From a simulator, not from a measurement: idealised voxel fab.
process module | voxel ribs on slabs
cross-section cut | 185 nm wide | cells 5 nm
A cross-section is a grid of square cells, given in bands from the top down. A band is one or more rows of cells.
Each band's line starts with the height of the band's top and of its bottom, in nm. Then come its materials from left to right, each with its width in nm. One material with "throughout" fills the band from edge to edge. "air" is empty space.
Height 0 is the level under which the wafer as received is all one material. The lowest band goes on downwards, as in "0 down".
A width such as "30 to 40" changes by the same amount from each row of cells to the next, from the band's top row to its bottom row.
"no change" after a step means that no cell of the cross-section changed.
closed voids: empty space of 8 cells or more with no open way to the top, each as width x height at its distance from the left edge, in nm
after a step's settings: what the simulator itself notes on the step
overlay nm, on a step with a mask: how far to the right of its planned place the mask lay; to the left if negative
Each pair below shows a cross-section before one step and the cross-section after it, down to the lowest band that changed. The line under each pair gives the step between them, with its settings. The pairs can come from different runs of this module on the same starting wafer, so a pair continues from the pair above only where its "before" says so.
before
  0 down: Si throughout
  closed voids: none
after
  25 to 0: SiO2 throughout
  below 0: unchanged
  closed voids: none
the step between: op DIRECTIONAL_DEP | material SiO2 | thk nm 25
before: the cross-section after the pair above
after
  40 to 25: polySi throughout
  below 25: unchanged
  closed voids: none
the step between: op DIRECTIONAL_DEP | material polySi | thk nm 15
before: the cross-section after the pair above
after
  55 to 40: air 80 | resist 25 | air 80
  below 40: unchanged
  closed voids: none
the step between: op PATTERN | tone cover | mask id RIB | material resist | width nm 25 | thk nm 15 | overlay nm 0
before: the cross-section after the pair above
after
  55 to 40: air 80 | resist 25 | air 80
  40 to 30: air 80 | polySi 25 | air 80
  below 30: unchanged
  closed voids: none
the step between: op DIRECTIONAL_ETCH | etch materials polySi | depth nm 10
before: the cross-section after the pair above
after
  40 to 30: air 80 | polySi 25 | air 80
  below 30: unchanged
  closed voids: none
the step between: op STRIP | etch materials resist
before: the cross-section after the pair above
after
  40 to 30: air 80 | polySi 25 | air 80
  30 to 25: air 60 | polySi 65 | air 60
  below 25: unchanged
  closed voids: none
the step between: op MASKED_ETCH | tone cover | mask id SLAB | width nm 65 | etch materials polySi | depth nm 5 | overlay nm 0
before: the cross-section after the pair above
after
  60 to 40: SiO2 throughout
  40 to 30: SiO2 80 | polySi 25 | SiO2 80
  30 to 25: SiO2 60 | polySi 65 | SiO2 60
  below 25: unchanged
  closed voids: none
the step between: op FILL_DEP | material SiO2 | thk nm 20
before: the cross-section after the pair above
after
  50 to 40: SiO2 throughout
  below 40: unchanged
  closed voids: none
the step between: op CMP | height nm 50
before: the cross-section after the pair above
after
  60 to 50: TiN throughout
  below 50: unchanged
  closed voids: none
the step between: op DIRECTIONAL_DEP | material TiN | thk nm 10
before: the cross-section after the pair above
after
  60 to 50: air 75 | TiN 35 | air 75
  below 50: unchanged
  closed voids: none
the step between: op MASKED_ETCH | tone cover | mask id HEATER | width nm 35 | etch materials TiN | depth nm 10 | overlay nm 0
before: the cross-section after the pair above
after
  65 to 60: air 70 | SiN 45 | air 70
  60 to 55: air 70 | SiN 5 | TiN 35 | SiN 5 | air 70
  55 to 50: SiN 75 | TiN 35 | SiN 75
  below 50: unchanged
  closed voids: none
the step between: op CONFORMAL_DEP | material SiN | thk nm 5
before
  40 to 25: polySi throughout
  25 to 0: SiO2 throughout
  0 down: Si throughout
  closed voids: none
after
  55 to 25: polySi throughout
  below 25: unchanged
  closed voids: none
the step between: op DIRECTIONAL_DEP | material polySi | thk nm 15
before: the cross-section after the pair above
after
  70 to 55: air 80 | resist 25 | air 80
  below 55: unchanged
  closed voids: none
the step between: op PATTERN | tone cover | mask id RIB | material resist | width nm 25 | thk nm 15 | overlay nm 0
before: the cross-section after the pair above
after
  70 to 55: air 80 | resist 25 | air 80
  55 to 45: air 80 | polySi 25 | air 80
  below 45: unchanged
  closed voids: none
the step between: op DIRECTIONAL_ETCH | etch materials polySi | depth nm 10
before: the cross-section after the pair above
after
  55 to 45: air 80 | polySi 25 | air 80
  below 45: unchanged
  closed voids: none
the step between: op STRIP | etch materials resist
before: the cross-section after the pair above
after
  55 to 45: air 80 | polySi 25 | air 80
  45 to 40: air 60 | polySi 65 | air 60
  below 40: unchanged
  closed voids: none
the step between: op MASKED_ETCH | tone cover | mask id SLAB | width nm 65 | etch materials polySi | depth nm 5 | overlay nm 0
before: the cross-section after the pair above
after
  75 to 55: SiO2 throughout
  55 to 45: SiO2 80 | polySi 25 | SiO2 80
  45 to 40: SiO2 60 | polySi 65 | SiO2 60
  below 40: unchanged
  closed voids: none
the step between: op FILL_DEP | material SiO2 | thk nm 20
before: the cross-section after the pair above
after
  50 to 40: SiO2 80 to 60 | polySi 25 to 65 | SiO2 80 to 60
  below 40: unchanged
  closed voids: none
the step between: op CMP | height nm 50
before: the cross-section after the pair above
after
  60 to 50: TiN throughout
  below 50: unchanged
  closed voids: none
the step between: op DIRECTIONAL_DEP | material TiN | thk nm 10
before: the cross-section after the pair above
after
  60 to 50: air 75 | TiN 35 | air 75
  below 50: unchanged
  closed voids: none
the step between: op MASKED_ETCH | tone cover | mask id HEATER | width nm 35 | etch materials TiN | depth nm 10 | overlay nm 0
before: the cross-section after the pair above
after
  65 to 60: air 70 | SiN 45 | air 70
  60 to 55: air 70 | SiN 5 | TiN 35 | SiN 5 | air 70
  55 to 50: SiN 75 | TiN 35 | SiN 75
  below 50: unchanged
  closed voids: none
the step between: op CONFORMAL_DEP | material SiN | thk nm 5
before
  25 to 0: SiO2 throughout
  0 down: Si throughout
  closed voids: none
after
  40 to 25: air 80 | resist 25 | air 80
  below 25: unchanged
  closed voids: none
the step between: op PATTERN | tone cover | mask id RIB | material resist | width nm 25 | thk nm 15 | overlay nm 0
before: the cross-section after the pair above
after
  55 to 40: air 80 | polySi 25 | air 80
  40 to 25: polySi 80 | resist 25 | polySi 80
  below 25: unchanged
  closed voids: none
the step between: op DIRECTIONAL_DEP | material polySi | thk nm 15
before: the cross-section after the pair above
after
  45 to 40: air 80 | polySi 25 | air 80
  40 to 30: air 80 | resist 25 | air 80
  below 30: unchanged
  closed voids: none
the step between: op DIRECTIONAL_ETCH | etch materials polySi | depth nm 10
before: the cross-section after the pair above
after
  30 to 25: polySi 80 | air 25 | polySi 80
  below 25: unchanged
  closed voids: none
the step between: op STRIP | etch materials resist
before: the cross-section after the pair above
after
  30 to 25: air 60 | polySi 20 | air 25 | polySi 20 | air 60
  below 25: unchanged
  closed voids: none
the step between: op MASKED_ETCH | tone cover | mask id SLAB | width nm 65 | etch materials polySi | depth nm 5 | overlay nm 0
before: the cross-section after the pair above
after
  50 to 30: SiO2 throughout
  30 to 25: SiO2 60 | polySi 20 | SiO2 25 | polySi 20 | SiO2 60
  below 25: unchanged
  closed voids: none
the step between: op FILL_DEP | material SiO2 | thk nm 20
before: the cross-section after the pair above
after
  60 to 50: TiN throughout
  below 50: unchanged
  closed voids: none
the step between: op DIRECTIONAL_DEP | material TiN | thk nm 10
before: the cross-section after the pair above
after
  60 to 50: air 75 | TiN 35 | air 75
  below 50: unchanged
  closed voids: none
the step between: op MASKED_ETCH | tone cover | mask id HEATER | width nm 35 | etch materials TiN | depth nm 10 | overlay nm 0
before: the cross-section after the pair above
after
  65 to 60: air 70 | SiN 45 | air 70
  60 to 55: air 70 | SiN 5 | TiN 35 | SiN 5 | air 70
  55 to 50: SiN 75 | TiN 35 | SiN 75
  below 50: unchanged
  closed voids: none
the step between: op CONFORMAL_DEP | material SiN | thk nm 5
before
  25 to 0: SiO2 throughout
  0 down: Si throughout
  closed voids: none
after
  50 to 25: polySi throughout
  below 25: unchanged
  closed voids: none
the step between: op DIRECTIONAL_DEP | material polySi | thk nm 25
before: the cross-section after the pair above
after
  65 to 50: air 80 | resist 25 | air 80
  below 50: unchanged
  closed voids: none
the step between: op PATTERN | tone cover | mask id RIB | material resist | width nm 25 | thk nm 15 | overlay nm 0
before: the cross-section after the pair above
after
  65 to 50: air 80 | resist 25 | air 80
  50 to 40: air 80 | polySi 25 | air 80
  below 40: unchanged
  closed voids: none
the step between: op DIRECTIONAL_ETCH | etch materials polySi | depth nm 10
before: the cross-section after the pair above
after
  50 to 40: air 80 | polySi 25 | air 80
  below 40: unchanged
  closed voids: none
the step between: op STRIP | etch materials resist
before: the cross-section after the pair above
after
  50 to 40: air 80 | polySi 25 | air 80
  40 to 35: air 60 | polySi 65 | air 60
  below 35: unchanged
  closed voids: none
the step between: op MASKED_ETCH | tone cover | mask id SLAB | width nm 65 | etch materials polySi | depth nm 5 | overlay nm 0
before: the cross-section after the pair above
after
  70 to 50: SiO2 throughout
  50 to 40: SiO2 80 | polySi 25 | SiO2 80
  40 to 35: SiO2 60 | polySi 65 | SiO2 60
  below 35: unchanged
  closed voids: none
the step between: op FILL_DEP | material SiO2 | thk nm 20
before: the cross-section after the pair above
after
  50 to 40: SiO2 80 | polySi 25 | SiO2 80
  below 40: unchanged
  closed voids: none
the step between: op CMP | height nm 50
before: the cross-section after the pair above
after
  60 to 50: TiN throughout
  below 50: unchanged
  closed voids: none
the step between: op DIRECTIONAL_DEP | material TiN | thk nm 10
before: the cross-section after the pair above
after
  60 to 50: air 75 | TiN 35 | air 75
  below 50: unchanged
  closed voids: none
the step between: op MASKED_ETCH | tone cover | mask id HEATER | width nm 35 | etch materials TiN | depth nm 10 | overlay nm 0
before: the cross-section after the pair above
after
  65 to 60: air 70 | SiN 45 | air 70
  60 to 55: air 70 | SiN 5 | TiN 35 | SiN 5 | air 70
  55 to 50: SiN 75 | TiN 35 | SiN 75
  below 50: unchanged
  closed voids: none
the step between: op CONFORMAL_DEP | material SiN | thk nm 5
before
  40 to 30: air 80 | polySi 25 | air 80
  30 to 25: polySi throughout
  25 to 0: SiO2 throughout
  0 down: Si throughout
  closed voids: none
after
  40 to 30: air 80 | polySi 25 | air 80
  30 to 25: air 60 | polySi 70 | air 55
  below 25: unchanged
  closed voids: none
the step between: op MASKED_ETCH | tone cover | mask id SLAB | width nm 70 | etch materials polySi | depth nm 5 | overlay nm 0
before: the cross-section after the pair above
after
  60 to 40: SiO2 throughout
  40 to 30: SiO2 80 | polySi 25 | SiO2 80
  30 to 25: SiO2 60 | polySi 70 | SiO2 55
  below 25: unchanged
  closed voids: none
the step between: op FILL_DEP | material SiO2 | thk nm 20
before: the cross-section after the pair above
after
  50 to 40: SiO2 throughout
  below 40: unchanged
  closed voids: none
the step between: op CMP | height nm 50
before: the cross-section after the pair above
after
  60 to 50: TiN throughout
  below 50: unchanged
  closed voids: none
the step between: op DIRECTIONAL_DEP | material TiN | thk nm 10
before: the cross-section after the pair above
after
  60 to 50: air 75 | TiN 35 | air 75
  below 50: unchanged
  closed voids: none
the step between: op MASKED_ETCH | tone cover | mask id HEATER | width nm 35 | etch materials TiN | depth nm 10 | overlay nm 0
before: the cross-section after the pair above
after
  65 to 60: air 70 | SiN 45 | air 70
  60 to 55: air 70 | SiN 5 | TiN 35 | SiN 5 | air 70
  55 to 50: SiN 75 | TiN 35 | SiN 75
  below 50: unchanged
  closed voids: none
the step between: op CONFORMAL_DEP | material SiN | thk nm 5
before
  40 to 30: air 80 | polySi 25 | air 80
  30 to 25: polySi throughout
  25 to 0: SiO2 throughout
  0 down: Si throughout
  closed voids: none
after
  40 to 30: air 80 | polySi 25 | air 80
  30 to 25: air 70 | polySi 65 | air 50
  below 25: unchanged
  closed voids: none
the step between: op MASKED_ETCH | tone cover | mask id SLAB | width nm 65 | etch materials polySi | depth nm 5 | overlay nm 10
before: the cross-section after the pair above
after
  60 to 40: SiO2 throughout
  40 to 30: SiO2 80 | polySi 25 | SiO2 80
  30 to 25: SiO2 70 | polySi 65 | SiO2 50
  below 25: unchanged
  closed voids: none
the step between: op FILL_DEP | material SiO2 | thk nm 20
before: the cross-section after the pair above
after
  50 to 40: SiO2 throughout
  below 40: unchanged
  closed voids: none
the step between: op CMP | height nm 50
before: the cross-section after the pair above
after
  60 to 50: TiN throughout
  below 50: unchanged
  closed voids: none
the step between: op DIRECTIONAL_DEP | material TiN | thk nm 10
before: the cross-section after the pair above
after
  60 to 50: air 75 | TiN 35 | air 75
  below 50: unchanged
  closed voids: none
the step between: op MASKED_ETCH | tone cover | mask id HEATER | width nm 35 | etch materials TiN | depth nm 10 | overlay nm 0
before: the cross-section after the pair above
after
  65 to 60: air 70 | SiN 45 | air 70
  60 to 55: air 70 | SiN 5 | TiN 35 | SiN 5 | air 70
  55 to 50: SiN 75 | TiN 35 | SiN 75
  below 50: unchanged
  closed voids: none
the step between: op CONFORMAL_DEP | material SiN | thk nm 5
before
  60 to 50: air 75 | TiN 35 | air 75
  50 to 40: SiO2 throughout
  40 to 30: SiO2 80 | polySi 25 | SiO2 80
  30 to 25: SiO2 60 | polySi 65 | SiO2 60
  25 to 0: SiO2 throughout
  0 down: Si throughout
  closed voids: none
after
  65 to 60: air 70 | polySi 45 | air 70
  60 to 55: air 70 | polySi 5 | TiN 35 | polySi 5 | air 70
  55 to 50: polySi 75 | TiN 35 | polySi 75
  below 50: unchanged
  closed voids: none
the step between: op CONFORMAL_DEP | material polySi | thk nm 5
before
  40 to 25: polySi throughout
  25 to 0: SiO2 throughout
  0 down: Si throughout
  closed voids: none
after
  55 to 40: resist 80 | air 25 | resist 80
  below 40: unchanged
  closed voids: none
the step between: op PATTERN | tone open | mask id RIB | material resist | width nm 25 | thk nm 15 | overlay nm 0
before: the cross-section after the pair above
after
  55 to 40: resist 80 | air 25 | resist 80
  40 to 30: polySi 80 | air 25 | polySi 80
  below 30: unchanged
  closed voids: none
the step between: op DIRECTIONAL_ETCH | etch materials polySi | depth nm 10
before: the cross-section after the pair above
after
  40 to 30: polySi 80 | air 25 | polySi 80
  below 30: unchanged
  closed voids: none
the step between: op STRIP | etch materials resist
before: the cross-section after the pair above
after
  40 to 35: air 60 | polySi 20 | air 25 | polySi 20 | air 60
  below 35: unchanged
  closed voids: none
the step between: op MASKED_ETCH | tone cover | mask id SLAB | width nm 65 | etch materials polySi | depth nm 5 | overlay nm 0
before: the cross-section after the pair above
after
  60 to 40: SiO2 throughout
  40 to 35: SiO2 60 | polySi 20 | SiO2 25 | polySi 20 | SiO2 60
  35 to 30: polySi 80 | SiO2 25 | polySi 80
  below 30: unchanged
  closed voids: none
the step between: op FILL_DEP | material SiO2 | thk nm 20
before: the cross-section after the pair above
after
  50 to 40: SiO2 throughout
  below 40: unchanged
  closed voids: none
the step between: op CMP | height nm 50
before: the cross-section after the pair above
after
  60 to 50: TiN throughout
  below 50: unchanged
  closed voids: none
the step between: op DIRECTIONAL_DEP | material TiN | thk nm 10
before: the cross-section after the pair above
after
  60 to 50: air 75 | TiN 35 | air 75
  below 50: unchanged
  closed voids: none
the step between: op MASKED_ETCH | tone cover | mask id HEATER | width nm 35 | etch materials TiN | depth nm 10 | overlay nm 0
before: the cross-section after the pair above
after
  65 to 60: air 70 | SiN 45 | air 70
  60 to 55: air 70 | SiN 5 | TiN 35 | SiN 5 | air 70
  55 to 50: SiN 75 | TiN 35 | SiN 75
  below 50: unchanged
  closed voids: none
the step between: op CONFORMAL_DEP | material SiN | thk nm 5
